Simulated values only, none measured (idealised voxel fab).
process module | voxel fin reveal
Cross-section cut: width 205 nm, square cells of 5 nm.
This document writes a cross-section as a grid whose cells are square, and gives it as bands, listed from the top down; one or more rows of cells form a band. In this notation a band is specified by the heights of its top and bottom, in that order and in nm, after which its materials appear from left to right, each paired with its width in nm. The word "all across" attached to a single material means that material fills the band from edge to edge; the word "blank" stands for empty space. Measure heights from 0. That's the level where, below it, the as-received wafer is all one material. The lowest band is bottomless and extends downward; write it as in "z 0 and below". Width "30->40": first value at the band's top row of cells, second value at its bottom row, equal change from row to row. A step reported as "no change occurred" is a step in which no cell of the cross-section changed. What "Enclosed void list" gives you is every empty space of 8 cells or more that is cut off from the top. Each appears as width x height at distance, with the distance taken from the left edge and width, height and distance all in nm. On a step's line, text after the settings is the simulator commenting on that step. A step line may carry the setting "overlay nm", which, for steps involving a mask, states the distance by which the mask lay to the right of its intended position; negative values denote displacement to the left.
### Process steps - plan
1: RECEIVE: material Si
2: CONFORMAL_DEP: material SiN, thk nm 5
3: DIRECTIONAL_DEP: material aC, thk nm 10
4: PATTERN: tone cover, mask id FINS, material resist, width nm 15, pitch nm 45, thk nm 30, overlay nm 0
5: DIRECTIONAL_ETCH: etch materials aC, depth nm 10
6: STRIP: etch materials resist
7: DIRECTIONAL_ETCH: etch materials SiN, depth nm 5
8: DIRECTIONAL_ETCH: etch materials Si, depth nm 35
9: STRIP: etch materials aC
10: FILL_DEP: material SiO2, thk nm 15
11: CMP: height nm 5
12: SELECTIVE_ETCH: etch materials SiO2, depth nm 15
13: STRIP: etch materials SiN
14: CONFORMAL_DEP: material HfO2, thk nm 5
### Here's what the wafer looked like in cross-section when it arrived - that's after step 1
- z 0 and below = Si all across
- Enclosed void list: none
### Cross-sectional result after module completion. Note: starting condition and plan are unchanged from above; one processing mistake was made
- z 5 to 0 = HfO2=55 / blank=5 / HfO2=40 / blank=5 / HfO2=40 / blank=5 / HfO2=55
- z 0 to -5 = Si=50 / HfO2=5 / blank=5 / HfO2=5 / Si=30 / HfO2=5 / blank=5 / HfO2=5 / Si=30 / HfO2=5 / blank=5 / HfO2=5 / Si=50
- z -5 to -10 = Si=50 / HfO2=15 / Si=30 / HfO2=15 / Si=30 / HfO2=15 / Si=50
- z -10 to -35 = Si=50 / SiO2=15 / Si=30 / SiO2=15 / Si=30 / SiO2=15 / Si=50
- z -35 and below = Si all across
- Enclosed void list: none
What was done differently from what was planned? step 4 did not use the planned setting and instead ran as PATTERN: tone open, mask id FINS, material resist, width nm 15, pitch nm 45, thk nm 30, overlay nm 0
